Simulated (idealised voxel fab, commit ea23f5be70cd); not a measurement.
The process module that follows is named voxel gate over fins.
The cross-section on display is named cut; it measures 245 nm wide, and its cells are 5 nm squares.
A cross-section in this document is a grid of square cells, and it is written down as bands, the top band listed before the ones below it; a band is made up of one or more rows of cells. Heads up on the band format: heights come first, top then bottom, in nm. After that it's the materials left to right, each with its width in nm. A single material flagged "all across" fills the whole band edge to edge, and "air" means there's empty space there. For the purposes of this specification, 0 denotes the height below which the wafer in its as-received condition is composed wholly of one material, and the lowermost band, lacking a lower limit, extends downward without end, as expressed in "z 0 and below". Graded width ("30..40"): value in top row of band = first number; value in bottom row = second number; row-to-row change constant. For the purposes of this document, the phrase "no change occurred" attached to a step denotes that no cell within the cross-section was modified by that step. "Closed void catalog" - sealed voids, min. 8 cells, no opening to top; format: width x height at distance (distance from left edge; nm throughout). Formally, on a step line, whatever follows the settings is a remark that the simulator itself makes on the step. Steps that use a mask can have "overlay nm" on their line. It says how far the mask sat to the right of where it was meant to be. Negative means to the left.

THESE ARE THE STEPS WE PLANNED FOR THE PROCESS
step 1: RECEIVE with material Si
step 2: CONFORMAL_DEP with material SiN, thk nm 10
step 3: DIRECTIONAL_DEP with material aC, thk nm 10
step 4: PATTERN with tone cover, mask id FINS, material resist, width nm 15, pitch nm 45, thk nm 30, overlay nm 0
step 5: DIRECTIONAL_ETCH with etch materials aC, depth nm 10
step 6: STRIP with etch materials resist
step 7: DIRECTIONAL_ETCH with etch materials SiN, depth nm 10
step 8: DIRECTIONAL_ETCH with etch materials Si, depth nm 30
step 9: STRIP with etch materials aC
step 10: FILL_DEP with material SiO2, thk nm 10
step 11: CMP with height nm 10
step 12: SELECTIVE_ETCH with etch materials SiO2, depth nm 20
step 13: STRIP with etch materials SiN
step 14: CONFORMAL_DEP with material HfO2, thk nm 5
step 15: CONFORMAL_DEP with material TiN, thk nm 5
step 16: FILL_DEP with material W, thk nm 10
step 17: CMP with height nm 15
step 18: CONFORMAL_DEP with material SiCN, thk nm 5
The wafers in this document start out alike and differ in the width nm applied at step 4; the plan shows the value used for the first wafer.

RECEIVED CONDITION OF THE FIRST OF SEVERAL WAFERS, SECTIONED: POST-STEP 1
- z 0 and below: Si all across
- Closed void catalog: none

POST STEP 18, THE CLOSING STEP OF THE MODULE: FIRST OF SEVERAL WAFERS, CROSS-SECTIONED
- z 20 to 15: SiCN all across
- z 15 to 10: W all across
- z 10 to 5: 80 of W, 35 of TiN, 10 of W, 35 of TiN, 85 of W
- z 5 to 0: 80 of W, 5 of TiN, 25 of HfO2, 5 of TiN, 10 of W, 5 of TiN, 25 of HfO2, 5 of TiN, 85 of W
- z 0 to -5: 85 of TiN, 5 of HfO2, 15 of Si, 5 of HfO2, 20 of TiN, 5 of HfO2, 15 of Si, 5 of HfO2, 90 of TiN
- z -5 to -10: 90 of HfO2, 15 of Si, 30 of HfO2, 15 of Si, 95 of HfO2
- z -10 to -30: 90 of SiO2, 15 of Si, 30 of SiO2, 15 of Si, 95 of SiO2
- z -30 and below: Si all across
- Closed void catalog: none

WAFER CROSS-SECTION (LAST WAFER, MODULE END)
- z 20 to 15: SiCN all across
- z 15 to 10: W all across
- z 10 to 5: 75 of W, 95 of TiN, 75 of W
- z 5 to 0: 75 of W, 5 of TiN, 40 of HfO2, 5 of TiN, 40 of HfO2, 5 of TiN, 75 of W
- z 0 to -5: 80 of TiN, 5 of HfO2, 30 of Si, 5 of HfO2, 5 of TiN, 5 of HfO2, 30 of Si, 5 of HfO2, 80 of TiN
- z -5 to -10: 85 of HfO2, 30 of Si, 15 of HfO2, 30 of Si, 85 of HfO2
- z -10 to -30: 85 of SiO2, 30 of Si, 15 of SiO2, 30 of Si, 85 of SiO2
- z -30 and below: Si all across
- Closed void catalog: none

THE TABLE BELOW HAS ONE ROW FOR EACH WAFER; A ROW SHOWS, AS OF THE END OF THE MODULE, HOW MANY CELLS OF EACH MATERIAL THE WAFER HAS GAINED, MARKED (+), OR LOST, MARKED (-), SINCE IT WAS RECEIVED, AND THEN THE WAFER'S CLOSED VOIDS
width nm 15 | +57 HfO2 | -258 Si | +49 SiCN | +172 SiO2 | +57 TiN | +119 W | Closed void catalog: none
width nm 20 | +57 HfO2 | -246 Si | +49 SiCN | +164 SiO2 | +57 TiN | +115 W | Closed void catalog: none
width nm 25 | +57 HfO2 | -234 Si | +49 SiCN | +156 SiO2 | +57 TiN | +111 W | Closed void catalog: none
width nm 30 | +57 HfO2 | -222 Si | +49 SiCN | +148 SiO2 | +55 TiN | +109 W | Closed void catalog: none
